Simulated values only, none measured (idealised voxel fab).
Process module, titled voxel wiring stack
215 nm wide, 5 nm square cells: that's cross-section cut.
In what follows, cross-sections appear as grids of square cells, described through bands that run from the top down, where every band is one or more rows of cells.
Look at the band entry: it leads with the top's height and the bottom's height in nm. Then it lists the materials left to right, with a width in nm for each. The word "full width" on a single material says that material fills the band edge to edge. The word "blank" is empty space.
The reference from which all heights are counted is 0, the level beneath which the as-received wafer is entirely one material; the lowest band, having no lower bound, proceeds downward and is written after the example "0 nm and below".
When a width is written as two numbers, as in "30 to 40", the first number is the width in the top row of cells of the band and the second is the width in its bottom row, and the width changes by the same amount from each row to the next.
What does "remained the same" mean for a step? It means no cell of the cross-section changed in that step.
"Sealed void list" contains a list of empty spaces, each no smaller than 8 cells and without an open way to the top, written in the form width x height at distance with the distance from the left edge and all three in nm.
It should be noted that, on the line of a given step, the content following the step's settings is a remark produced by the simulator itself with respect to that step.
overlay nm: how far to the right of its planned place the mask lay on this masked step (negative: to the left).
**Process steps - plan**
1,RECEIVE: material Si
2,CONFORMAL_DEP: material SiO2, thk nm 15
3,CONFORMAL_DEP: material SiN, thk nm 5
4,DIRECTIONAL_DEP: material lowk, thk nm 15
5,MASKED_ETCH: tone open, mask id METAL_1, width nm 25, pitch nm 45, etch materials lowk, depth nm 15, overlay nm 0
6,MASKED_ETCH: tone open, mask id METAL_1, width nm 25, pitch nm 45, etch materials SiN, depth nm 5, overlay nm 0
7,CONFORMAL_DEP: material TiN, thk nm 5
8,FILL_DEP: material Cu, thk nm 5
9,CMP: height nm 35
10,CONFORMAL_DEP: material SiCN, thk nm 5
11,DIRECTIONAL_DEP: material SiO2, thk nm 25
12,DIRECTIONAL_DEP: material aC, thk nm 10
13,PATTERN: tone open, mask id METAL_2_HOLES, material resist, width nm 15, pitch nm 45, thk nm 25, overlay nm 0
14,DIRECTIONAL_ETCH: etch materials aC, depth nm 10
15,STRIP: etch materials resist
16,DIRECTIONAL_ETCH: etch materials SiO2, depth nm 25
17,STRIP: etch materials aC
18,MASKED_ETCH: tone open, mask id METAL_2, width nm 25, pitch nm 45, etch materials SiO2, depth nm 15, overlay nm 0
19,MASKED_ETCH: tone open, mask id METAL_2, width nm 25, pitch nm 45, etch materials SiCN, depth nm 5, overlay nm 0
20,CONFORMAL_DEP: material TiN, thk nm 5
21,FILL_DEP: material Ru, thk nm 10
22,CMP: height nm 65
23,CONFORMAL_DEP: material SiCN, thk nm 5
24,DIRECTIONAL_DEP: material SiO2, thk nm 15
25,MASKED_ETCH: tone open, mask id PLUG_2, width nm 15, etch materials SiO2, depth nm 15, overlay nm 0
26,MASKED_ETCH: tone open, mask id PLUG_2, width nm 15, etch materials SiCN, depth nm 5, overlay nm 0
27,EPI: material Ru, thk nm 10
28,EPI: material Ru, thk nm 10
29,DIRECTIONAL_DEP: material TiN, thk nm 5
30,DIRECTIONAL_DEP: material Ru, thk nm 20
31,DIRECTIONAL_DEP: material aC, thk nm 10
32,PATTERN: tone cover, mask id METAL_3, material resist, width nm 25, pitch nm 45, thk nm 25, overlay nm 0
33,DIRECTIONAL_ETCH: etch materials aC, depth nm 10
34,STRIP: etch materials resist
35,DIRECTIONAL_ETCH: etch materials Ru, depth nm 20
36,DIRECTIONAL_ETCH: etch materials TiN, depth nm 5
37,STRIP: etch materials aC
38,FILL_DEP: material SiO2, thk nm 5
39,CMP: height nm 110
40,CONFORMAL_DEP: material SiCN, thk nm 5
41,DIRECTIONAL_DEP: material lowk, thk nm 25
42,MASKED_ETCH: tone open, mask id METAL_4, width nm 25, pitch nm 45, etch materials lowk, depth nm 15, overlay nm 0
43,DIRECTIONAL_DEP: material aC, thk nm 15
44,PATTERN: tone open, mask id METAL_4_HOLES, material resist, width nm 15, thk nm 35, overlay nm 0
45,DIRECTIONAL_ETCH: etch materials aC, depth nm 15
46,STRIP: etch materials resist
47,DIRECTIONAL_ETCH: etch materials lowk, depth nm 10
48,DIRECTIONAL_ETCH: etch materials SiCN, depth nm 5
49,STRIP: etch materials aC
50,CONFORMAL_DEP: material TiN, thk nm 5
51,FILL_DEP: material Cu, thk nm 10
52,CMP: height nm 140
53,CONFORMAL_DEP: material SiCN, thk nm 5
**Concerning the first of two wafers, which was run in accordance with the plan**
**Incoming wafer in cross-section (state: after step 1)**
> 0 nm and below  Si full width
> Sealed void list: none
**after step 2**
> 15 nm to 0 nm  SiO2 full width
> Whatever lies below 0 is exactly as it was before.
**after step 3**
> 20 nm to 15 nm  SiN full width
> Whatever lies below 15 is exactly as it was before.
**after step 4**
> 35 nm to 20 nm  lowk full width
> Whatever lies below 20 is exactly as it was before.
**after step 5**
> 35 nm to 20 nm  lowk 70 / blank 25 / lowk 20 / blank 25 / lowk 75
> Whatever lies below 20 is exactly as it was before.
**after step 6**
> 35 nm to 20 nm  lowk 70 / blank 25 / lowk 20 / blank 25 / lowk 75
> 20 nm to 15 nm  SiN 70 / blank 25 / SiN 20 / blank 25 / SiN 75
> Whatever lies below 15 is exactly as it was before.
**after step 7**
> 40 nm to 35 nm  TiN 75 / blank 15 / TiN 30 / blank 15 / TiN 80
> 35 nm to 20 nm  lowk 70 / TiN 5 / blank 15 / TiN 5 / lowk 20 / TiN 5 / blank 15 / TiN 5 / lowk 75
> 20 nm to 15 nm  SiN 70 / TiN 25 / SiN 20 / TiN 25 / SiN 75
> Whatever lies below 15 is exactly as it was before.
**after step 8**
> 45 nm to 40 nm  Cu full width
> 40 nm to 35 nm  TiN 75 / Cu 15 / TiN 30 / Cu 15 / TiN 80
> 35 nm to 20 nm  lowk 70 / TiN 5 / Cu 15 / TiN 5 / lowk 20 / TiN 5 / Cu 15 / TiN 5 / lowk 75
> Whatever lies below 20 is exactly as it was before.
**after step 9**
> 35 nm to 20 nm  lowk 70 / TiN 5 / Cu 15 / TiN 5 / lowk 20 / TiN 5 / Cu 15 / TiN 5 / lowk 75
> Whatever lies below 20 is exactly as it was before.
**after step 10**
> 40 nm to 35 nm  SiCN full width
> Whatever lies below 35 is exactly as it was before.
**after step 11**
> 65 nm to 40 nm  SiO2 full width
> Whatever lies below 40 is exactly as it was before.
**after step 12**
> 75 nm to 65 nm  aC full width
> Whatever lies below 65 is exactly as it was before.
**after step 13**
> 100 nm to 75 nm  resist 70 / blank 15 / resist 30 / blank 15 / resist 85
> Whatever lies below 75 is exactly as it was before.
**after step 14**
> 90 nm to 75 nm  resist 70 / blank 15 / resist 30 / blank 15 / resist 85
> 75 nm to 65 nm  aC 70 / blank 15 / aC 30 / blank 15 / aC 85
> Whatever lies below 65 is exactly as it was before.
**after step 15**
> 75 nm to 65 nm  aC 70 / blank 15 / aC 30 / blank 15 / aC 85
> Whatever lies below 65 is exactly as it was before.
**after step 16**
> 75 nm to 65 nm  aC 70 / blank 15 / aC 30 / blank 15 / aC 85
> 65 nm to 40 nm  SiO2 70 / blank 15 / SiO2 30 / blank 15 / SiO2 85
> Whatever lies below 40 is exactly as it was before.
**after step 17**
> 65 nm to 40 nm  SiO2 70 / blank 15 / SiO2 30 / blank 15 / SiO2 85
> Whatever lies below 40 is exactly as it was before.
**after step 18**
> 65 nm to 50 nm  SiO2 70 / blank 25 / SiO2 20 / blank 25 / SiO2 75
> Whatever lies below 50 is exactly as it was before.
**after step 19**
> 65 nm to 50 nm  SiO2 70 / blank 25 / SiO2 20 / blank 25 / SiO2 75
> 50 nm to 40 nm  SiO2 70 / blank 15 / SiO2 30 / blank 15 / SiO2 85
> 40 nm to 35 nm  SiCN 70 / blank 15 / SiCN 30 / blank 15 / SiCN 85
> Whatever lies below 35 is exactly as it was before.
**after step 20**
> 70 nm to 65 nm  TiN 75 / blank 15 / TiN 30 / blank 15 / TiN 80
> 65 nm to 55 nm  SiO2 70 / TiN 5 / blank 15 / TiN 5 / SiO2 20 / TiN 5 / blank 15 / TiN 5 / SiO2 75
> 55 nm to 50 nm  SiO2 70 / TiN 5 / blank 5 / TiN 15 / SiO2 20 / TiN 5 / blank 5 / TiN 15 / SiO2 75
> 50 nm to 40 nm  SiO2 70 / TiN 5 / blank 5 / TiN 5 / SiO2 30 / TiN 5 / blank 5 / TiN 5 / SiO2 85
> 40 nm to 35 nm  SiCN 70 / TiN 15 / SiCN 30 / TiN 15 / SiCN 85
> Whatever lies below 35 is exactly as it was before.
**after step 21**
> 80 nm to 70 nm  Ru full width
> 70 nm to 65 nm  TiN 75 / Ru 15 / TiN 30 / Ru 15 / TiN 80
> 65 nm to 55 nm  SiO2 70 / TiN 5 / Ru 15 / TiN 5 / SiO2 20 / TiN 5 / Ru 15 / TiN 5 / SiO2 75
> 55 nm to 50 nm  SiO2 70 / TiN 5 / Ru 5 / TiN 15 / SiO2 20 / TiN 5 / Ru 5 / TiN 15 / SiO2 75
> 50 nm to 40 nm  SiO2 70 / TiN 5 / Ru 5 / TiN 5 / SiO2 30 / TiN 5 / Ru 5 / TiN 5 / SiO2 85
> Whatever lies below 40 is exactly as it was before.
**after step 22**
> 65 nm to 55 nm  SiO2 70 / TiN 5 / Ru 15 / TiN 5 / SiO2 20 / TiN 5 / Ru 15 / TiN 5 / SiO2 75
> Whatever lies below 55 is exactly as it was before.
**after step 23**
> 70 nm to 65 nm  SiCN full width
> Whatever lies below 65 is exactly as it was before.
**after step 24**
> 85 nm to 70 nm  SiO2 full width
> Whatever lies below 70 is exactly as it was before.
**after step 25**
> 85 nm to 70 nm  SiO2 70 / blank 15 / SiO2 130
> Whatever lies below 70 is exactly as it was before.
**after step 26**
> 85 nm to 70 nm  SiO2 70 / blank 15 / SiO2 130
> 70 nm to 65 nm  SiCN 70 / blank 15 / SiCN 130
> Whatever lies below 65 is exactly as it was before.
**after step 27**
> 85 nm to 75 nm  SiO2 70 / blank 15 / SiO2 130
> 75 nm to 70 nm  SiO2 70 / Ru 15 / SiO2 130
> 70 nm to 65 nm  SiCN 70 / Ru 15 / SiCN 130
> Whatever lies below 65 is exactly as it was before.
**after step 28**
> 85 nm to 70 nm  SiO2 70 / Ru 15 / SiO2 130
> Whatever lies below 70 is exactly as it was before.
**after step 29**
> 90 nm to 85 nm  TiN full width
> Whatever lies below 85 is exactly as it was before.
**after step 30**
> 110 nm to 90 nm  Ru full width
> Whatever lies below 90 is exactly as it was before.
**after step 31**
> 120 nm to 110 nm  aC full width
> Whatever lies below 110 is exactly as it was before.
**after step 32**
> 145 nm to 120 nm  blank 70 / resist 25 / blank 20 / resist 25 / blank 75
> Whatever lies below 120 is exactly as it was before.
**after step 33**
> 135 nm to 120 nm  blank 70 / resist 25 / blank 20 / resist 25 / blank 75
> 120 nm to 110 nm  blank 70 / aC 25 / blank 20 / aC 25 / blank 75
> Whatever lies below 110 is exactly as it was before.
**after step 34**
> 120 nm to 110 nm  blank 70 / aC 25 / blank 20 / aC 25 / blank 75
> Whatever lies below 110 is exactly as it was before.
**after step 35**
> 120 nm to 110 nm  blank 70 / aC 25 / blank 20 / aC 25 / blank 75
> 110 nm to 90 nm  blank 70 / Ru 25 / blank 20 / Ru 25 / blank 75
> Whatever lies below 90 is exactly as it was before.
**after step 36**
> 120 nm to 110 nm  blank 70 / aC 25 / blank 20 / aC 25 / blank 75
> 110 nm to 90 nm  blank 70 / Ru 25 / blank 20 / Ru 25 / blank 75
> 90 nm to 85 nm  blank 70 / TiN 25 / blank 20 / TiN 25 / blank 75
> Whatever lies below 85 is exactly as it was before.
**after step 37**
> 110 nm to 90 nm  blank 70 / Ru 25 / blank 20 / Ru 25 / blank 75
> Whatever lies below 90 is exactly as it was before.
**after step 38**
> 115 nm to 110 nm  SiO2 full width
> 110 nm to 90 nm  SiO2 70 / Ru 25 / SiO2 20 / Ru 25 / SiO2 75
> 90 nm to 85 nm  SiO2 70 / TiN 25 / SiO2 20 / TiN 25 / SiO2 75
> Whatever lies below 85 is exactly as it was before.
**after step 39**
> 110 nm to 90 nm  SiO2 70 / Ru 25 / SiO2 20 / Ru 25 / SiO2 75
> Whatever lies below 90 is exactly as it was before.
**after step 40**
> 115 nm to 110 nm  SiCN full width
> Whatever lies below 110 is exactly as it was before.
**after step 41**
> 140 nm to 115 nm  lowk full width
> Whatever lies below 115 is exactly as it was before.
**after step 42**
> 140 nm to 125 nm  lowk 70 / blank 25 / lowk 20 / blank 25 / lowk 75
> Whatever lies below 125 is exactly as it was before.
**after step 43**
> 155 nm to 140 nm  aC 70 / blank 25 / aC 20 / blank 25 / aC 75
> 140 nm to 125 nm  lowk 70 / aC 25 / lowk 20 / aC 25 / lowk 75
> Whatever lies below 125 is exactly as it was before.
**after step 44**
> 190 nm to 155 nm  resist 70 / blank 15 / resist 130
> 155 nm to 140 nm  aC 70 / blank 15 / resist 10 / aC 20 / resist 25 / aC 75
> Whatever lies below 140 is exactly as it was before.
**after step 45**
> 175 nm to 155 nm  resist 70 / blank 15 / resist 130
> 155 nm to 140 nm  aC 70 / blank 15 / resist 10 / aC 20 / resist 25 / aC 75
> 140 nm to 125 nm  lowk 70 / blank 15 / aC 10 / lowk 20 / aC 25 / lowk 75
> Whatever lies below 125 is exactly as it was before.
**after step 46**
> 155 nm to 140 nm  aC 70 / blank 25 / aC 20 / blank 25 / aC 75
> Whatever lies below 140 is exactly as it was before.
**after step 47**
> 155 nm to 140 nm  aC 70 / blank 25 / aC 20 / blank 25 / aC 75
> 140 nm to 125 nm  lowk 70 / blank 15 / aC 10 / lowk 20 / aC 25 / lowk 75
> 125 nm to 115 nm  lowk 70 / blank 15 / lowk 130
> Whatever lies below 115 is exactly as it was before.
**after step 48**
> 155 nm to 140 nm  aC 70 / blank 25 / aC 20 / blank 25 / aC 75
> 140 nm to 125 nm  lowk 70 / blank 15 / aC 10 / lowk 20 / aC 25 / lowk 75
> 125 nm to 115 nm  lowk 70 / blank 15 / lowk 130
> 115 nm to 110 nm  SiCN 70 / blank 15 / SiCN 130
> Whatever lies below 110 is exactly as it was before.
**after step 49**
> 140 nm to 125 nm  lowk 70 / blank 25 / lowk 20 / blank 25 / lowk 75
> Whatever lies below 125 is exactly as it was before.
**after step 50**
> 145 nm to 140 nm  TiN 75 / blank 15 / TiN 30 / blank 15 / TiN 80
> 140 nm to 130 nm  lowk 70 / TiN 5 / blank 15 / TiN 5 / lowk 20 / TiN 5 / blank 15 / TiN 5 / lowk 75
> 130 nm to 125 nm  lowk 70 / TiN 5 / blank 5 / TiN 15 / lowk 20 / TiN 25 / lowk 75
> 125 nm to 115 nm  lowk 70 / TiN 5 / blank 5 / TiN 5 / lowk 130
> 115 nm to 110 nm  SiCN 70 / TiN 15 / SiCN 130
> Whatever lies below 110 is exactly as it was before.
**after step 51**
> 155 nm to 145 nm  Cu full width
> 145 nm to 140 nm  TiN 75 / Cu 15 / TiN 30 / Cu 15 / TiN 80
> 140 nm to 130 nm  lowk 70 / TiN 5 / Cu 15 / TiN 5 / lowk 20 / TiN 5 / Cu 15 / TiN 5 / lowk 75
> 130 nm to 125 nm  lowk 70 / TiN 5 / Cu 5 / TiN 15 / lowk 20 / TiN 25 / lowk 75
> 125 nm to 115 nm  lowk 70 / TiN 5 / Cu 5 / TiN 5 / lowk 130
> Whatever lies below 115 is exactly as it was before.
**after step 52**
> 140 nm to 130 nm  lowk 70 / TiN 5 / Cu 15 / TiN 5 / lowk 20 / TiN 5 / Cu 15 / TiN 5 / lowk 75
> Whatever lies below 130 is exactly as it was before.
**after step 53**
> 145 nm to 140 nm  SiCN full width
> Whatever lies below 140 is exactly as it was before.
**Second wafer. Start and plan as for the first. One mistake made in running. Agrees with the first up to and including step 41**
**Cross-section of the second wafer when, according to plan, step 42 should have finished**
> 140 nm to 125 nm  blank 70 / lowk 25 / blank 20 / lowk 25 / blank 75
> Whatever lies below 125 is exactly as it was before.
**Cross-section of the second wafer when, according to plan, step 43 should have finished**
> 155 nm to 140 nm  blank 70 / aC 25 / blank 20 / aC 25 / blank 75
> 140 nm to 125 nm  aC 70 / lowk 25 / aC 20 / lowk 25 / aC 75
> Whatever lies below 125 is exactly as it was before.
**Cross-section of the second wafer when, according to plan, step 44 should have finished**
> 190 nm to 155 nm  resist 70 / blank 15 / resist 130
> 155 nm to 140 nm  resist 70 / aC 25 / resist 20 / aC 25 / resist 75
> Whatever lies below 140 is exactly as it was before.
**Cross-section of the second wafer when, according to plan, step 45 should have finished**
> 175 nm to 155 nm  resist 70 / blank 15 / resist 130
> 155 nm to 140 nm  resist 70 / blank 15 / aC 10 / resist 20 / aC 25 / resist 75
> Whatever lies below 140 is exactly as it was before.
**Cross-section of the second wafer when, according to plan, step 46 should have finished**
> 155 nm to 140 nm  blank 85 / aC 10 / blank 20 / aC 25 / blank 75
> Whatever lies below 140 is exactly as it was before.
**Cross-section of the second wafer when, according to plan, step 47 should have finished**
> 155 nm to 140 nm  blank 85 / aC 10 / blank 20 / aC 25 / blank 75
> 140 nm to 130 nm  aC 70 / blank 15 / lowk 10 / aC 20 / lowk 25 / aC 75
> Whatever lies below 130 is exactly as it was before.
Cross-section of the second wafer when, according to plan, step 48 should have finished: remained the same
**Cross-section of the second wafer when, according to plan, step 49 should have finished**
> 140 nm to 130 nm  blank 85 / lowk 10 / blank 20 / lowk 25 / blank 75
> 130 nm to 125 nm  blank 70 / lowk 25 / blank 20 / lowk 25 / blank 75
> Whatever lies below 125 is exactly as it was before.
**Cross-section of the second wafer when, according to plan, step 50 should have finished**
> 145 nm to 140 nm  blank 80 / TiN 20 / blank 10 / TiN 35 / blank 70
> 140 nm to 130 nm  blank 80 to 65 / TiN 5 to 20 / lowk 10 / TiN 5 / blank 10 / TiN 5 / lowk 25 / TiN 5 / blank 70
> 130 nm to 125 nm  TiN 70 / lowk 25 / TiN 20 / lowk 25 / TiN 75
> Whatever lies below 125 is exactly as it was before.
**Cross-section of the second wafer when, according to plan, step 51 should have finished**
> 155 nm to 145 nm  Cu full width
> 145 nm to 140 nm  Cu 80 / TiN 20 / Cu 10 / TiN 35 / Cu 70
> 140 nm to 130 nm  Cu 80 to 65 / TiN 5 to 20 / lowk 10 / TiN 5 / Cu 10 / TiN 5 / lowk 25 / TiN 5 / Cu 70
> Whatever lies below 130 is exactly as it was before.
**Cross-section of the second wafer when, according to plan, step 52 should have finished**
> 140 nm to 130 nm  Cu 80 to 65 / TiN 5 to 20 / lowk 10 / TiN 5 / Cu 10 / TiN 5 / lowk 25 / TiN 5 / Cu 70
> Whatever lies below 130 is exactly as it was before.
**Cross-section of the second wafer when, according to plan, step 53 should have finished**
> 145 nm to 140 nm  SiCN full width
> Whatever lies below 140 is exactly as it was before.
Against the plan, the run slipped here: planned and actual differ for step 42; actual: MASKED_ETCH: tone cover, mask id METAL_4, width nm 25, pitch nm 45, etch materials lowk, depth nm 15, overlay nm 0
The final cell counts differ between the wafers, with the second having more or fewer of some materials than the first: +46 Cu | +3 SiCN | +20 TiN | -69 lowk
